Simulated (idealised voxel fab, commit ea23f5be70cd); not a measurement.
Name of the process module below: voxel gate over fins
FYI the section here is cut, 265 nm wide, cells are 5 nm squares.
Cross-section spec: square-cell grid; bands listed top down; each band is one or more rows. Quick guide to a band line: top height, bottom height (nm) up front; then every material left to right with its width in nm. Only one material and it's marked "all across"? Then it fills the band edge to edge. And "empty" just means empty space. Where do heights start? At 0: under that level the wafer as delivered is made of one material only. And the lowest band has no floor; it just carries on downward, as in "0 -> down". It should be noted that a width expressed as "30 to 40" varies in equal increments from row to row of cells within the band, taking the value of the first number at the top row and that of the second number at the bottom row. You'll sometimes find "no alterations made" written for a step, and that's the way of saying that nowhere in the cross-section did a cell change during that step. In "Completely enclosed voids" the enclosed voids are listed, meaning empty spaces of 8 cells or larger without any opening to the top. The form is width x height at distance, distance from the left edge, units nm. Heads up: the bit after the settings on a step's line is the simulator's remark on that step. overlay nm: step with mask; distance mask lay right of planned place; negative value = left of planned place.
-- So here's the lineup of process steps we planned
1: RECEIVE [material Si]
2: CONFORMAL_DEP [material SiN] [thk nm 10]
3: MASKED_ETCH [tone cover] [mask id FINS] [width nm 15] [pitch nm 35] [etch materials SiN] [depth nm 10] [overlay nm -15]
4: MASKED_ETCH [tone cover] [mask id FINS] [width nm 15] [pitch nm 35] [etch materials Si] [depth nm 40] [overlay nm 0]
5: FILL_DEP [material SiO2] [thk nm 5]
6: CMP [height nm 10]
7: SELECTIVE_ETCH [etch materials SiO2] [depth nm 25]
8: STRIP [etch materials SiN]
9: CONFORMAL_DEP [material HfO2] [thk nm 5]
10: CONFORMAL_DEP [material TiN] [thk nm 5]
11: FILL_DEP [material W] [thk nm 10]
12: CMP [height nm 15]
13: CONFORMAL_DEP [material SiCN] [thk nm 5]
What sets these wafers apart? The overlay nm at step 3. They all start alike, and the plan carries the first wafer's value.
-- Here's the first of the wafers in cross-section, just as we got it, i.e. after step 1
- 0 -> down = Si all across
- Completely enclosed voids: none
-- End of the module, past its last step, step 13: how the first of several wafers looks in cross-section
- 20 -> 15 = SiCN all across
- 15 -> 10 = W all across
- 10 -> 5 = W 80 nm, then TiN 85 nm, then W 100 nm
- 5 -> 0 = W 80 nm, then TiN 5 nm, then HfO2 75 nm, then TiN 5 nm, then W 100 nm
- 0 -> -5 = W 80 nm, then TiN 5 nm, then HfO2 5 nm, then Si 30 nm, then HfO2 5 nm, then Si 30 nm, then HfO2 5 nm, then TiN 5 nm, then W 100 nm
- -5 -> -10 = TiN 85 nm, then HfO2 5 nm, then Si 30 nm, then HfO2 5 nm, then Si 30 nm, then HfO2 5 nm, then TiN 105 nm
- -10 -> -15 = HfO2 90 nm, then Si 30 nm, then HfO2 5 nm, then Si 30 nm, then HfO2 110 nm
- -15 -> -40 = SiO2 90 nm, then Si 30 nm, then SiO2 5 nm, then Si 30 nm, then SiO2 110 nm
- -40 -> down = Si all across
- Completely enclosed voids: none
-- Cross-section of the last wafer at end of module
- 20 -> 15 = SiCN all across
- 15 -> 10 = W all across
- 10 -> 5 = W 95 nm, then TiN 85 nm, then W 85 nm
- 5 -> 0 = W 95 nm, then TiN 5 nm, then HfO2 75 nm, then TiN 5 nm, then W 85 nm
- 0 -> -5 = W 95 nm, then TiN 5 nm, then HfO2 5 nm, then Si 30 nm, then HfO2 5 nm, then Si 30 nm, then HfO2 5 nm, then TiN 5 nm, then W 85 nm
- -5 -> -10 = TiN 100 nm, then HfO2 5 nm, then Si 30 nm, then HfO2 5 nm, then Si 30 nm, then HfO2 5 nm, then TiN 90 nm
- -10 -> -15 = HfO2 105 nm, then Si 30 nm, then HfO2 5 nm, then Si 30 nm, then HfO2 95 nm
- -15 -> -40 = SiO2 105 nm, then Si 30 nm, then SiO2 5 nm, then Si 30 nm, then SiO2 95 nm
- -40 -> down = Si all across
- Completely enclosed voids: none
-- Per wafer (row), end of module: delta in cells per material since receipt, (+) for gained, (-) for lost; closed voids after that
overlay nm -15; +62 HfO2; -328 Si; +53 SiCN; +205 SiO2; +59 TiN; +161 W; Completely enclosed voids: none
overlay nm -10; +65 HfO2; -344 Si; +53 SiCN; +215 SiO2; +59 TiN; +164 W; Completely enclosed voids: none
overlay nm -5; +65 HfO2; -360 Si; +53 SiCN; +225 SiO2; +62 TiN; +167 W; Completely enclosed voids: none
overlay nm 0; +65 HfO2; -376 Si; +53 SiCN; +235 SiO2; +65 TiN; +170 W; Completely enclosed voids: none
overlay nm 5; +65 HfO2; -360 Si; +53 SiCN; +225 SiO2; +62 TiN; +167 W; Completely enclosed voids: none
overlay nm 10; +65 HfO2; -344 Si; +53 SiCN; +215 SiO2; +59 TiN; +164 W; Completely enclosed voids: none
overlay nm 15; +62 HfO2; -328 Si; +53 SiCN; +205 SiO2; +59 TiN; +161 W; Completely enclosed voids: none
